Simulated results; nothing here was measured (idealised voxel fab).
process module | voxel trench capacitor
cross-section cut | 230 nm wide | cells 5 nm
A cross-section is a grid of square cells, given in bands from the top down. A band is one or more rows of cells.
Each band's line starts with the height of the band's top and of its bottom, in nm. Then come its materials from left to right, each with its width in nm. One material with "throughout" fills the band from edge to edge. "air" is empty space.
Height 0 is the level under which the wafer as received is all one material. The lowest band goes on downwards, as in "0 down".
A width such as "30 to 40" changes by the same amount from each row of cells to the next, from the band's top row to its bottom row.
"no change" after a step means that no cell of the cross-section changed.
closed voids: empty space of 8 cells or more with no open way to the top, each as width x height at its distance from the left edge, in nm
after a step's settings: what the simulator itself notes on the step
overlay nm, on a step with a mask: how far to the right of its planned place the mask lay; to the left if negative
plan
1 op RECEIVE | material Si
2 op CONFORMAL_DEP | material SiN | thk nm 10
3 op PATTERN | tone open | mask id TRENCH | material resist | width nm 25 | pitch nm 55 | thk nm 15 | overlay nm 0
4 op DIRECTIONAL_ETCH | etch materials SiN | depth nm 10
5 op DIRECTIONAL_ETCH | etch materials Si | depth nm 30
6 op STRIP | etch materials resist
7 op CONFORMAL_DEP | material Al2O3 | thk nm 5
8 op FILL_DEP | material polySi | thk nm 10
9 op CMP | height nm 10
as received, after step 1
  0 down: Si throughout
  closed voids: none
first wafer at the end, as planned
  10 to 0: SiN 45 | Al2O3 5 | polySi 15 | Al2O3 5 | SiN 30 | Al2O3 5 | polySi 15 | Al2O3 5 | SiN 30 | Al2O3 5 | polySi 15 | Al2O3 5 | SiN 50
  0 to -25: Si 45 | Al2O3 5 | polySi 15 | Al2O3 5 | Si 30 | Al2O3 5 | polySi 15 | Al2O3 5 | Si 30 | Al2O3 5 | polySi 15 | Al2O3 5 | Si 50
  -25 to -30: Si 45 | Al2O3 25 | Si 30 | Al2O3 25 | Si 30 | Al2O3 25 | Si 50
  -30 down: Si throughout
  closed voids: none
second wafer at the end: like start, like plan, one mistake
  10 to 0: SiN 40 | Al2O3 5 | polySi 15 | Al2O3 5 | SiN 30 | Al2O3 5 | polySi 15 | Al2O3 5 | SiN 30 | Al2O3 5 | polySi 15 | Al2O3 5 | SiN 55
  0 to -25: Si 40 | Al2O3 5 | polySi 15 | Al2O3 5 | Si 30 | Al2O3 5 | polySi 15 | Al2O3 5 | Si 30 | Al2O3 5 | polySi 15 | Al2O3 5 | Si 55
  -25 to -30: Si 40 | Al2O3 25 | Si 30 | Al2O3 25 | Si 30 | Al2O3 25 | Si 55
  -30 down: Si throughout
  closed voids: none
what went wrong: step 3 ran as: op PATTERN | tone open | mask id TRENCH | material resist | width nm 25 | pitch nm 55 | thk nm 15 | overlay nm -5
at the end the second wafer has, in cells: as many of each material as the first, in other places
